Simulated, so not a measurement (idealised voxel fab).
process module | voxel capacitor over wiring
cross-section cut | 160 nm wide | cells 5 nm
A cross-section is a grid of square cells, given in bands from the top down. A band is one or more rows of cells.
Each band's line starts with the height of the band's top and of its bottom, in nm. Then come its materials from left to right, each with its width in nm. One material with "throughout" fills the band from edge to edge. "air" is empty space.
Height 0 is the level under which the wafer as received is all one material. The lowest band goes on downwards, as in "0 down".
A width such as "30 to 40" changes by the same amount from each row of cells to the next, from the band's top row to its bottom row.
"no change" after a step means that no cell of the cross-section changed.
closed voids: empty space of 8 cells or more with no open way to the top, each as width x height at its distance from the left edge, in nm
after a step's settings: what the simulator itself notes on the step
overlay nm, on a step with a mask: how far to the right of its planned place the mask lay; to the left if negative
plan
1 op RECEIVE | material Si
2 op CONFORMAL_DEP | material SiO2 | thk nm 10
3 op DIRECTIONAL_DEP | material TiN | thk nm 5
4 op DIRECTIONAL_DEP | material Ru | thk nm 20
5 op DIRECTIONAL_DEP | material aC | thk nm 15
6 op PATTERN | tone cover | mask id METAL_1 | material resist | width nm 25 | pitch nm 75 | thk nm 35 | overlay nm 0
7 op DIRECTIONAL_ETCH | etch materials aC | depth nm 15
8 op STRIP | etch materials resist
9 op DIRECTIONAL_ETCH | etch materials Ru | depth nm 20
10 op DIRECTIONAL_ETCH | etch materials TiN | depth nm 5
11 op STRIP | etch materials aC
12 op FILL_DEP | material lowk | thk nm 5
13 op CMP | height nm 35
14 op CONFORMAL_DEP | material SiCN | thk nm 5
15 op DIRECTIONAL_DEP | material SiO2 | thk nm 10
16 op DIRECTIONAL_DEP | material aC | thk nm 10
17 op PATTERN | tone open | mask id PLUG_1 | material resist | width nm 15 | thk nm 30 | overlay nm 0
18 op DIRECTIONAL_ETCH | etch materials aC | depth nm 10
19 op STRIP | etch materials resist
20 op DIRECTIONAL_ETCH | etch materials SiO2 | depth nm 10
21 op DIRECTIONAL_ETCH | etch materials SiCN | depth nm 5
22 op STRIP | etch materials aC
23 op CONFORMAL_DEP | material TiN | thk nm 5
24 op FILL_DEP | material Ru | thk nm 5
25 op CMP | height nm 50
26 op DIRECTIONAL_DEP | material TiN | thk nm 10
27 op DIRECTIONAL_DEP | material HfO2 | thk nm 5
28 op DIRECTIONAL_DEP | material TiN | thk nm 10
29 op MASKED_ETCH | tone cover | mask id UPPER_PLATE | width nm 55 | etch materials TiN | depth nm 10 | overlay nm 0
30 op MASKED_ETCH | tone cover | mask id UPPER_PLATE | width nm 55 | etch materials HfO2 | depth nm 5 | overlay nm 0
31 op PATTERN | tone cover | mask id LOWER_PLATE | material resist | width nm 65 | thk nm 20 | overlay nm 0
32 op DIRECTIONAL_ETCH | etch materials TiN | depth nm 10
33 op STRIP | etch materials resist
34 op FILL_DEP | material SiO2 | thk nm 20
35 op CMP | height nm 90
36 op PATTERN | tone open | mask id PLUG_2 | material resist | width nm 15 | thk nm 20 | overlay nm 0
37 op DIRECTIONAL_ETCH | etch materials SiO2 | depth nm 15
38 op STRIP | etch materials resist
39 op CONFORMAL_DEP | material TiN | thk nm 5
40 op FILL_DEP | material W | thk nm 5
41 op CMP | height nm 90
42 op CONFORMAL_DEP | material SiN | thk nm 5
as received, after step 1
  0 down: Si throughout
  closed voids: none
a wafer at the end: this start, this plan, one mistake
  95 to 90: SiN throughout
  90 to 80: SiO2 50 | TiN 5 | W 5 | TiN 5 | SiO2 95
  80 to 75: SiO2 50 | TiN 15 | SiO2 95
  75 to 65: SiO2 40 | TiN 60 | SiO2 60
  65 to 60: SiO2 40 | HfO2 60 | SiO2 60
  60 to 50: SiO2 35 | TiN 65 | SiO2 60
  50 to 40: SiO2 40 | TiN 5 | Ru 5 | TiN 5 | SiO2 105
  40 to 35: SiCN 40 | TiN 15 | SiCN 105
  35 to 15: lowk 30 | Ru 25 | lowk 50 | Ru 25 | lowk 30
  15 to 10: lowk 30 | TiN 25 | lowk 50 | TiN 25 | lowk 30
  10 to 0: SiO2 throughout
  0 down: Si throughout
  closed voids: none
what went wrong: step 29 ran as: op MASKED_ETCH | tone cover | mask id UPPER_PLATE | width nm 60 | etch materials TiN | depth nm 10 | overlay nm 0
